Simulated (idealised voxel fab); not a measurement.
Presented below is a process module, voxel self aligned vias.
FYI the section here is cut, 215 nm wide, cells are 5 nm squares.
We lay out every cross-section as a grid of square cells and spell it out in bands from the top down, where one band means one or more rows of cells.
In this notation a band is specified by the heights of its top and bottom, in that order and in nm, after which its materials appear from left to right, each paired with its width in nm. The word "all across" attached to a single material means that material fills the band from edge to edge; the word "empty" stands for empty space.
The level at which height equals 0 is the one under which the wafer, as it arrives, is entirely one material. No lower edge exists for the bottom band, which continues downward and is notated as in "0 down".
A two-number width, for instance "30->40", indicates that the width is equal to the first number in the top row of the band and to the second number in the bottom row, and that it changes by a constant amount per row of cells.
Any step labelled "remained unchanged" changed none of the cells in the cross-section.
Listed in "Encapsulated voids": every empty space of 8 or more cells without an open way to the top. Form: width x height at distance, the distance being from the left edge, all in nm.
Formally, on a step line, whatever follows the settings is a remark that the simulator itself makes on the step.
A step's line can hold "overlay nm"; with a mask on that step, the setting says how far right of the planned place the mask lay, while a negative setting says it lay to the left.

Planned process steps:
step 1: RECEIVE with material Si
step 2: CONFORMAL_DEP with material SiO2, thk nm 10
step 3: CONFORMAL_DEP with material SiCN, thk nm 5
step 4: DIRECTIONAL_DEP with material lowk, thk nm 20
step 5: MASKED_ETCH with tone open, mask id LINES, width nm 30, pitch nm 60, etch materials lowk, depth nm 20, overlay nm 0
step 6: CONFORMAL_DEP with material TiN, thk nm 5
step 7: FILL_DEP with material W, thk nm 5
step 8: CMP with height nm 35
step 9: SELECTIVE_ETCH with etch materials W Ru TiN, depth nm 10
step 10: FILL_DEP with material SiN, thk nm 10
step 11: CMP with height nm 35
step 12: DIRECTIONAL_DEP with material lowk, thk nm 20
step 13: PATTERN with tone open, mask id VIAS, material resist, width nm 40, pitch nm 60, thk nm 15, overlay nm 0
step 14: DIRECTIONAL_ETCH with etch materials lowk, depth nm 20
step 15: DIRECTIONAL_ETCH with etch materials SiN, depth nm 10
step 16: STRIP with etch materials resist
step 17: CONFORMAL_DEP with material TiN, thk nm 5
step 18: FILL_DEP with material Cu, thk nm 10
step 19: CMP with height nm 55
step 20: CONFORMAL_DEP with material SiCN, thk nm 5

Account of the first of two wafers, which was processed as intended:

Cross-section of the wafer as it came to us, i.e., already through step 1:
0 down | Si all across
Encapsulated voids: none

How the wafer stands in section after step 2:
10 to 0 | SiO2 all across
Below 0 it's all the same as before, nothing changed down there.

How the wafer stands in section after step 3:
15 to 10 | SiCN all across
Below 10 it's all the same as before, nothing changed down there.

How the wafer stands in section after step 4:
35 to 15 | lowk all across
Below 15 it's all the same as before, nothing changed down there.

How the wafer stands in section after step 5:
35 to 15 | lowk 30, then empty 30, then lowk 30, then empty 30, then lowk 30, then empty 30, then lowk 35
Below 15 it's all the same as before, nothing changed down there.

How the wafer stands in section after step 6:
40 to 35 | TiN 35, then empty 20, then TiN 40, then empty 20, then TiN 40, then empty 20, then TiN 40
35 to 20 | lowk 30, then TiN 5, then empty 20, then TiN 5, then lowk 30, then TiN 5, then empty 20, then TiN 5, then lowk 30, then TiN 5, then empty 20, then TiN 5, then lowk 35
20 to 15 | lowk 30, then TiN 30, then lowk 30, then TiN 30, then lowk 30, then TiN 30, then lowk 35
Below 15 it's all the same as before, nothing changed down there.

How the wafer stands in section after step 7:
45 to 40 | W all across
40 to 35 | TiN 35, then W 20, then TiN 40, then W 20, then TiN 40, then W 20, then TiN 40
35 to 20 | lowk 30, then TiN 5, then W 20, then TiN 5, then lowk 30, then TiN 5, then W 20, then TiN 5, then lowk 30, then TiN 5, then W 20, then TiN 5, then lowk 35
Below 20 it's all the same as before, nothing changed down there.

How the wafer stands in section after step 8:
35 to 20 | lowk 30, then TiN 5, then W 20, then TiN 5, then lowk 30, then TiN 5, then W 20, then TiN 5, then lowk 30, then TiN 5, then W 20, then TiN 5, then lowk 35
Below 20 it's all the same as before, nothing changed down there.

How the wafer stands in section after step 9:
35 to 25 | lowk 30, then empty 30, then lowk 30, then empty 30, then lowk 30, then empty 30, then lowk 35
Below 25 it's all the same as before, nothing changed down there.

How the wafer stands in section after step 10:
45 to 35 | SiN all across
35 to 25 | lowk 30, then SiN 30, then lowk 30, then SiN 30, then lowk 30, then SiN 30, then lowk 35
Below 25 it's all the same as before, nothing changed down there.

How the wafer stands in section after step 11:
35 to 25 | lowk 30, then SiN 30, then lowk 30, then SiN 30, then lowk 30, then SiN 30, then lowk 35
Below 25 it's all the same as before, nothing changed down there.

How the wafer stands in section after step 12:
55 to 35 | lowk all across
Below 35 it's all the same as before, nothing changed down there.

How the wafer stands in section after step 13:
70 to 55 | resist 25, then empty 40, then resist 20, then empty 40, then resist 20, then empty 40, then resist 30
Below 55 it's all the same as before, nothing changed down there.

How the wafer stands in section after step 14:
70 to 55 | resist 25, then empty 40, then resist 20, then empty 40, then resist 20, then empty 40, then resist 30
55 to 35 | lowk 25, then empty 40, then lowk 20, then empty 40, then lowk 20, then empty 40, then lowk 30
Below 35 it's all the same as before, nothing changed down there.

How the wafer stands in section after step 15:
70 to 55 | resist 25, then empty 40, then resist 20, then empty 40, then resist 20, then empty 40, then resist 30
55 to 35 | lowk 25, then empty 40, then lowk 20, then empty 40, then lowk 20, then empty 40, then lowk 30
35 to 25 | lowk 30, then empty 30, then lowk 30, then empty 30, then lowk 30, then empty 30, then lowk 35
Below 25 it's all the same as before, nothing changed down there.

How the wafer stands in section after step 16:
55 to 35 | lowk 25, then empty 40, then lowk 20, then empty 40, then lowk 20, then empty 40, then lowk 30
Below 35 it's all the same as before, nothing changed down there.

How the wafer stands in section after step 17:
60 to 55 | TiN 30, then empty 30, then TiN 30, then empty 30, then TiN 30, then empty 30, then TiN 35
55 to 40 | lowk 25, then TiN 5, then empty 30, then TiN 5, then lowk 20, then TiN 5, then empty 30, then TiN 5, then lowk 20, then TiN 5, then empty 30, then TiN 5, then lowk 30
40 to 30 | lowk 25->30, then TiN 10->5, then empty 20, then TiN 10->5, then lowk 20->30, then TiN 10->5, then empty 20, then TiN 10->5, then lowk 20->30, then TiN 10->5, then empty 20, then TiN 10->5, then lowk 30->35
30 to 25 | lowk 30, then TiN 30, then lowk 30, then TiN 30, then lowk 30, then TiN 30, then lowk 35
Below 25 it's all the same as before, nothing changed down there.

How the wafer stands in section after step 18:
70 to 60 | Cu all across
60 to 55 | TiN 30, then Cu 30, then TiN 30, then Cu 30, then TiN 30, then Cu 30, then TiN 35
55 to 40 | lowk 25, then TiN 5, then Cu 30, then TiN 5, then lowk 20, then TiN 5, then Cu 30, then TiN 5, then lowk 20, then TiN 5, then Cu 30, then TiN 5, then lowk 30
40 to 30 | lowk 25->30, then TiN 10->5, then Cu 20, then TiN 10->5, then lowk 20->30, then TiN 10->5, then Cu 20, then TiN 10->5, then lowk 20->30, then TiN 10->5, then Cu 20, then TiN 10->5, then lowk 30->35
Below 30 it's all the same as before, nothing changed down there.

How the wafer stands in section after step 19:
55 to 40 | lowk 25, then TiN 5, then Cu 30, then TiN 5, then lowk 20, then TiN 5, then Cu 30, then TiN 5, then lowk 20, then TiN 5, then Cu 30, then TiN 5, then lowk 30
Below 40 it's all the same as before, nothing changed down there.

How the wafer stands in section after step 20:
60 to 55 | SiCN all across
Below 55 it's all the same as before, nothing changed down there.

Second wafer, same starting conditions and recipe as the first, one mistake in executing it, nothing differs from the first up to and including step 4:

Here is the second wafer in cross-section at the point where step 5 of the plan should have been done:
35 to 15 | lowk 35, then empty 25, then lowk 35, then empty 25, then lowk 35, then empty 25, then lowk 35
Below 15 it's all the same as before, nothing changed down there.

Here is the second wafer in cross-section at the point where step 6 of the plan should have been done:
40 to 35 | TiN 40, then empty 15, then TiN 45, then empty 15, then TiN 45, then empty 15, then TiN 40
35 to 20 | lowk 35, then TiN 5, then empty 15, then TiN 5, then lowk 35, then TiN 5, then empty 15, then TiN 5, then lowk 35, then TiN 5, then empty 15, then TiN 5, then lowk 35
20 to 15 | lowk 35, then TiN 25, then lowk 35, then TiN 25, then lowk 35, then TiN 25, then lowk 35
Below 15 it's all the same as before, nothing changed down there.

Here is the second wafer in cross-section at the point where step 7 of the plan should have been done:
45 to 40 | W all across
40 to 35 | TiN 40, then W 15, then TiN 45, then W 15, then TiN 45, then W 15, then TiN 40
35 to 20 | lowk 35, then TiN 5, then W 15, then TiN 5, then lowk 35, then TiN 5, then W 15, then TiN 5, then lowk 35, then TiN 5, then W 15, then TiN 5, then lowk 35
Below 20 it's all the same as before, nothing changed down there.

Here is the second wafer in cross-section at the point where step 8 of the plan should have been done:
35 to 20 | lowk 35, then TiN 5, then W 15, then TiN 5, then lowk 35, then TiN 5, then W 15, then TiN 5, then lowk 35, then TiN 5, then W 15, then TiN 5, then lowk 35
Below 20 it's all the same as before, nothing changed down there.

Here is the second wafer in cross-section at the point where step 9 of the plan should have been done:
35 to 25 | lowk 35, then empty 25, then lowk 35, then empty 25, then lowk 35, then empty 25, then lowk 35
Below 25 it's all the same as before, nothing changed down there.

Here is the second wafer in cross-section at the point where step 10 of the plan should have been done:
45 to 35 | SiN all across
35 to 25 | lowk 35, then SiN 25, then lowk 35, then SiN 25, then lowk 35, then SiN 25, then lowk 35
Below 25 it's all the same as before, nothing changed down there.

Here is the second wafer in cross-section at the point where step 11 of the plan should have been done:
35 to 25 | lowk 35, then SiN 25, then lowk 35, then SiN 25, then lowk 35, then SiN 25, then lowk 35
Below 25 it's all the same as before, nothing changed down there.

Here is the second wafer in cross-section at the point where step 12 of the plan should have been done:
55 to 35 | lowk all across
Below 35 it's all the same as before, nothing changed down there.

Here is the second wafer in cross-section at the point where step 13 of the plan should have been done:
70 to 55 | resist 25, then empty 40, then resist 20, then empty 40, then resist 20, then empty 40, then resist 30
Below 55 it's all the same as before, nothing changed down there.

Here is the second wafer in cross-section at the point where step 14 of the plan should have been done:
70 to 55 | resist 25, then empty 40, then resist 20, then empty 40, then resist 20, then empty 40, then resist 30
55 to 35 | lowk 25, then empty 40, then lowk 20, then empty 40, then lowk 20, then empty 40, then lowk 30
Below 35 it's all the same as before, nothing changed down there.

Here is the second wafer in cross-section at the point where step 15 of the plan should have been done:
70 to 55 | resist 25, then empty 40, then resist 20, then empty 40, then resist 20, then empty 40, then resist 30
55 to 35 | lowk 25, then empty 40, then lowk 20, then empty 40, then lowk 20, then empty 40, then lowk 30
35 to 25 | lowk 35, then empty 25, then lowk 35, then empty 25, then lowk 35, then empty 25, then lowk 35
Below 25 it's all the same as before, nothing changed down there.

Here is the second wafer in cross-section at the point where step 16 of the plan should have been done:
55 to 35 | lowk 25, then empty 40, then lowk 20, then empty 40, then lowk 20, then empty 40, then lowk 30
Below 35 it's all the same as before, nothing changed down there.

Here is the second wafer in cross-section at the point where step 17 of the plan should have been done:
60 to 55 | TiN 30, then empty 30, then TiN 30, then empty 30, then TiN 30, then empty 30, then TiN 35
55 to 40 | lowk 25, then TiN 5, then empty 30, then TiN 5, then lowk 20, then TiN 5, then empty 30, then TiN 5, then lowk 20, then TiN 5, then empty 30, then TiN 5, then lowk 30
40 to 30 | lowk 25->35, then TiN 15->5, then empty 15, then TiN 10->5, then lowk 20->35, then TiN 15->5, then empty 15, then TiN 10->5, then lowk 20->35, then TiN 15->5, then empty 15, then TiN 10->5, then lowk 30->35
30 to 25 | lowk 35, then TiN 25, then lowk 35, then TiN 25, then lowk 35, then TiN 25, then lowk 35
Below 25 it's all the same as before, nothing changed down there.

Here is the second wafer in cross-section at the point where step 18 of the plan should have been done:
70 to 60 | Cu all across
60 to 55 | TiN 30, then Cu 30, then TiN 30, then Cu 30, then TiN 30, then Cu 30, then TiN 35
55 to 40 | lowk 25, then TiN 5, then Cu 30, then TiN 5, then lowk 20, then TiN 5, then Cu 30, then TiN 5, then lowk 20, then TiN 5, then Cu 30, then TiN 5, then lowk 30
40 to 30 | lowk 25->35, then TiN 15->5, then Cu 15, then TiN 10->5, then lowk 20->35, then TiN 15->5, then Cu 15, then TiN 10->5, then lowk 20->35, then TiN 15->5, then Cu 15, then TiN 10->5, then lowk 30->35
Below 30 it's all the same as before, nothing changed down there.

Here is the second wafer in cross-section at the point where step 19 of the plan should have been done:
55 to 40 | lowk 25, then TiN 5, then Cu 30, then TiN 5, then lowk 20, then TiN 5, then Cu 30, then TiN 5, then lowk 20, then TiN 5, then Cu 30, then TiN 5, then lowk 30
Below 40 it's all the same as before, nothing changed down there.

Here is the second wafer in cross-section at the point where step 20 of the plan should have been done:
60 to 55 | SiCN all across
Below 55 it's all the same as before, nothing changed down there.
Want to know what went wrong? the process deviated at step 5: the operation and settings actually run there were MASKED_ETCH with tone open, mask id LINES, width nm 25, pitch nm 60, etch materials lowk, depth nm 20, overlay nm 0
At the finish, the second wafer shows more or fewer cells for some materials than the first does: 6 fewer of Cu; 3 fewer of TiN; 3 fewer of W; 12 more of lowk
